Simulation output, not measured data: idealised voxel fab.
Process module under the name voxel ribs on slabs
cross-section cut | 190 nm wide | cells 5 nm
In what follows, cross-sections appear as grids of square cells, described through bands that run from the top down, where every band is one or more rows of cells. This entry defines a band. It first specifies the height of the band's top and the height of its bottom in nm, and then specifies the band's materials from left to right, stating each material with its width in nm. The word "edge to edge" identifies a single material that fills the band from edge to edge, while the word "empty" identifies empty space. Height 0 is the level under which the wafer as received is all one material. The lowest band goes on downwards, as in "0 and below". It should be noted that a width expressed as "30->40" varies in equal increments from row to row of cells within the band, taking the value of the first number at the top row and that of the second number at the bottom row. Reading "nothing different" for a step: not a cell of the cross-section changed in it. Heads up: "Trapped void list" only lists the empty pockets with no open path to the top that are 8 cells or more, and it writes them as width x height at distance, distance from the left edge, in nm. Heads up: the bit after the settings on a step's line is the simulator's remark on that step. "overlay nm", when on a step's line for a step with a mask, measures how far to the right of its planned place the mask lay; a negative measure means to the left.

**Set out below are the planned steps of the process**
- 1: RECEIVE: material Si
- 2: DIRECTIONAL_DEP: material SiO2, thk nm 20
- 3: DIRECTIONAL_DEP: material SiN, thk nm 20
- 4: DIRECTIONAL_DEP: material aC, thk nm 10
- 5: PATTERN: tone cover, mask id RIB, material resist, width nm 15, thk nm 25, overlay nm 0
- 6: DIRECTIONAL_ETCH: etch materials aC, depth nm 10
- 7: STRIP: etch materials resist
- 8: DIRECTIONAL_ETCH: etch materials SiN, depth nm 15
- 9: STRIP: etch materials aC
- 10: PATTERN: tone cover, mask id SLAB, material resist, width nm 65, thk nm 20, overlay nm 0
- 11: DIRECTIONAL_ETCH: etch materials SiN, depth nm 5
- 12: STRIP: etch materials resist
- 13: FILL_DEP: material SiO2, thk nm 20
- 14: CMP: height nm 50
- 15: DIRECTIONAL_DEP: material W, thk nm 10
- 16: PATTERN: tone cover, mask id HEATER, material resist, width nm 25, thk nm 15, overlay nm 0
- 17: DIRECTIONAL_ETCH: etch materials W, depth nm 10
- 18: STRIP: etch materials resist
- 19: CONFORMAL_DEP: material SiN, thk nm 5

**The cross-section here shows the wafer as received, i.e. in its state after step 1**
- 0 and below: Si edge to edge
- Trapped void list: none

**The following cross-section depicts the wafer upon conclusion of the module. Processing commenced from the starting condition illustrated above and adhered to the plan illustrated above, save for one mistake in execution**
- 65 down to 60: empty (75); SiN (35); empty (80)
- 60 down to 55: empty (75); SiN (5); W (25); SiN (5); empty (80)
- 55 down to 50: SiN (80); W (25); SiN (85)
- 50 down to 40: W edge to edge
- 40 down to 20: SiN edge to edge
- 20 down to 0: SiO2 edge to edge
- 0 and below: Si edge to edge
- Trapped void list: none
Finding, execution versus plan: step 4 went in with a setting other than planned; the actual run was DIRECTIONAL_DEP: material W, thk nm 10
